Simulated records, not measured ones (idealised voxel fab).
Process module, titled voxel ribs on slabs
cross-section cut | 190 nm wide | cells 5 nm
A cross-section is a grid of square cells, given in bands from the top down. A band is one or more rows of cells.
First you get the band's top height and its bottom height, in nm, and then the materials it's made of, left to right, with each width in nm. If you see a single material with "throughout", that one covers the band edge to edge. "air" is empty space.
We count height from 0. Below that, the starting wafer is all one material. The lowest band never ends at the bottom but goes on down; see "from 0 down" for how that is written.
A two-number width, for instance "30 to 40", indicates that the width is equal to the first number in the top row of the band and to the second number in the bottom row, and that it changes by a constant amount per row of cells.
The designation "same as before", where it is given for a processing step, indicates that no cell of the cross-section was altered in the course of that step.
Closed-off voids of 8+ cells (no open route to the top) go in "Enclosed cavity list", written width x height at distance from the left edge, in nm.
Step line, after settings: the simulator's comment on this step.
What "overlay nm" on a step's line means: if the step has a mask, that mask lay this far to the right of its planned place, or, when the value is negative, to the left.

THIS SECTION LISTS THE PROCESS STEPS THAT WERE PLANNED
1,RECEIVE [material Si]
2,DIRECTIONAL_DEP [material SiO2] [thk nm 30]
3,DIRECTIONAL_DEP [material polySi] [thk nm 20]
4,DIRECTIONAL_DEP [material aC] [thk nm 10]
5,PATTERN [tone cover] [mask id RIB] [material resist] [width nm 30] [thk nm 30] [overlay nm 0]
6,DIRECTIONAL_ETCH [etch materials aC] [depth nm 10]
7,STRIP [etch materials resist]
8,DIRECTIONAL_ETCH [etch materials polySi] [depth nm 5]
9,STRIP [etch materials aC]
10,DIRECTIONAL_DEP [material aC] [thk nm 10]
11,PATTERN [tone cover] [mask id SLAB] [material resist] [width nm 80] [thk nm 25] [overlay nm 0]
12,DIRECTIONAL_ETCH [etch materials aC] [depth nm 10]
13,STRIP [etch materials resist]
14,DIRECTIONAL_ETCH [etch materials polySi] [depth nm 15]
15,STRIP [etch materials aC]
16,FILL_DEP [material SiO2] [thk nm 30]
17,CMP [height nm 70]
18,DIRECTIONAL_DEP [material TiN] [thk nm 5]
19,PATTERN [tone cover] [mask id HEATER] [material resist] [width nm 40] [thk nm 20] [overlay nm 0]
20,DIRECTIONAL_ETCH [etch materials TiN] [depth nm 5]
21,STRIP [etch materials resist]
22,CONFORMAL_DEP [material SiO2] [thk nm 10]

AS-RECEIVED STATE OF THE WAFER IN CROSS-SECTION, EQUIVALENT TO POST-STEP 1
- from 0 down | Si throughout
- Enclosed cavity list: none

FIGURE: CROSS-SECTIONAL VIEW OF THE WAFER UPON COMPLETION OF THE MODULE, PROCESSED FROM THE INITIAL STATE AND ACCORDING TO THE PLAN DEPICTED ABOVE, WITH ONE ERROR INTRODUCED DURING EXECUTION
- from 75 to 70 | air: 75; TiN: 40; air: 75
- from 70 to 50 | SiO2 throughout
- from 50 to 45 | SiO2: 80; polySi: 30; SiO2: 80
- from 45 to 30 | SiO2: 55; polySi: 80; SiO2: 55
- from 30 to 0 | SiO2 throughout
- from 0 down | Si throughout
- Enclosed cavity list: none
Run error: step 22 in the plan did not get run; it was skipped
